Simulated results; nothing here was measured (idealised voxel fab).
Process module name: voxel local oxidation
The figure presents cross-section cut, which has a width of 240 nm and is divided into square cells with an edge length of 5 nm.
A cross-section in this document is a grid of square cells, and it is written down as bands, the top band listed before the ones below it; a band is made up of one or more rows of cells.
Per band: top height and bottom height in nm, followed by the left-to-right materials and their widths in nm; "throughout" marks a single material spanning edge to edge, "empty" marks empty space.
The reference from which all heights are counted is 0, the level beneath which the as-received wafer is entirely one material; the lowest band, having no lower bound, proceeds downward and is written after the example "0 nm and below".
Graded width ("30..40"): value in top row of band = first number; value in bottom row = second number; row-to-row change constant.
The designation "no change", where it is given for a processing step, indicates that no cell of the cross-section was altered in the course of that step.
"Closed void inventory" enumerates empty spaces isolated from the top, with no open way to it, that contain at least 8 cells, giving each as width x height at distance from the left edge, all three in nm.
Note: text after step settings on the step line = simulator remark on that step.
Each step line may optionally specify "overlay nm", which for a step with a mask gives the rightward distance between the mask's planned place and where it lay, a negative value indicating the leftward direction.

Below is the list of planned process steps:
1: RECEIVE,material Si
2: CONFORMAL_DEP,material SiO2,thk nm 5
3: CONFORMAL_DEP,material SiN,thk nm 10
4: DIRECTIONAL_DEP,material aC,thk nm 15
5: PATTERN,tone cover,mask id ACTIVE,material resist,width nm 90,thk nm 35,overlay nm 0
6: DIRECTIONAL_ETCH,etch materials aC,depth nm 15
7: STRIP,etch materials resist
8: DIRECTIONAL_ETCH,etch materials SiN,depth nm 10
9: STRIP,etch materials aC
10: SELECTIVE_ETCH,etch materials SiO2,depth nm 5
11: OXIDIZE,depth nm 15
12: STRIP,etch materials SiN

First of the two wafers, run per plan:

Cross-section, incoming material, after step 1:
    0 nm and below | Si throughout
    Closed void inventory: none

Sectional view: wafer, after step 2:
    5 nm to 0 nm | SiO2 throughout
    Under the height 0 nothing was changed.

Sectional view: wafer, after step 3:
    15 nm to 5 nm | SiN throughout
    Under the height 5 nothing was changed.

Sectional view: wafer, after step 4:
    30 nm to 15 nm | aC throughout
    Under the height 15 nothing was changed.

Sectional view: wafer, after step 5:
    65 nm to 30 nm | 75 empty | 90 resist | 75 empty
    Under the height 30 nothing was changed.

Sectional view: wafer, after step 6:
    50 nm to 30 nm | 75 empty | 90 resist | 75 empty
    30 nm to 15 nm | 75 empty | 90 aC | 75 empty
    Under the height 15 nothing was changed.

Sectional view: wafer, after step 7:
    30 nm to 15 nm | 75 empty | 90 aC | 75 empty
    Under the height 15 nothing was changed.

Sectional view: wafer, after step 8:
    30 nm to 15 nm | 75 empty | 90 aC | 75 empty
    15 nm to 5 nm | 75 empty | 90 SiN | 75 empty
    Under the height 5 nothing was changed.

Sectional view: wafer, after step 9:
    15 nm to 5 nm | 75 empty | 90 SiN | 75 empty
    Under the height 5 nothing was changed.

Sectional view: wafer, after step 10:
    15 nm to 5 nm | 75 empty | 90 SiN | 75 empty
    5 nm to 0 nm | 80 empty | 80 SiO2 | 80 empty
    Under the height 0 nothing was changed.

Sectional view: wafer, after step 11:
    15 nm to 5 nm | 75 empty | 90 SiN | 75 empty
    5 nm to 0 nm | 80 empty | 80 SiO2 | 80 empty
    0 nm to -15 nm | 95 SiO2 | 50 Si | 95 SiO2
    Under the height -15 nothing was changed.

Sectional view: wafer, after step 12:
    5 nm to 0 nm | 80 empty | 80 SiO2 | 80 empty
    Under the height 0 nothing was changed.

The Second Wafer: Common Origin and Plan, One Mistake in Execution, Identical to the First Through Step 4:

Cross-section of the second wafer corresponding to the planned conclusion of step 5:
    65 nm to 30 nm | 75 resist | 90 empty | 75 resist
    Under the height 30 nothing was changed.

Cross-section of the second wafer corresponding to the planned conclusion of step 6:
    50 nm to 30 nm | 75 resist | 90 empty | 75 resist
    30 nm to 15 nm | 75 aC | 90 empty | 75 aC
    Under the height 15 nothing was changed.

Cross-section of the second wafer corresponding to the planned conclusion of step 7:
    30 nm to 15 nm | 75 aC | 90 empty | 75 aC
    Under the height 15 nothing was changed.

Cross-section of the second wafer corresponding to the planned conclusion of step 8:
    30 nm to 15 nm | 75 aC | 90 empty | 75 aC
    15 nm to 5 nm | 75 SiN | 90 empty | 75 SiN
    Under the height 5 nothing was changed.

Cross-section of the second wafer corresponding to the planned conclusion of step 9:
    15 nm to 5 nm | 75 SiN | 90 empty | 75 SiN
    Under the height 5 nothing was changed.

Cross-section of the second wafer corresponding to the planned conclusion of step 10:
    15 nm to 5 nm | 75 SiN | 90 empty | 75 SiN
    5 nm to 0 nm | 70 SiO2 | 100 empty | 70 SiO2
    Under the height 0 nothing was changed.

Cross-section of the second wafer corresponding to the planned conclusion of step 11:
    15 nm to 5 nm | 75 SiN | 90 empty | 75 SiN
    5 nm to 0 nm | 70 SiO2 | 100 empty | 70 SiO2
    0 nm to -15 nm | 55 Si | 130 SiO2 | 55 Si
    Under the height -15 nothing was changed.

Cross-section of the second wafer corresponding to the planned conclusion of step 12:
    5 nm to 0 nm | 70 SiO2 | 100 empty | 70 SiO2
    Under the height 0 nothing was changed.
So what did we get wrong on this run? step 5 did not use the planned setting and instead ran as PATTERN,tone open,mask id ACTIVE,material resist,width nm 90,thk nm 35,overlay nm 0
End check, counted in cells, second wafer has more or fewer of these materials than the first: Si: 36 more | SiO2: 24 fewer
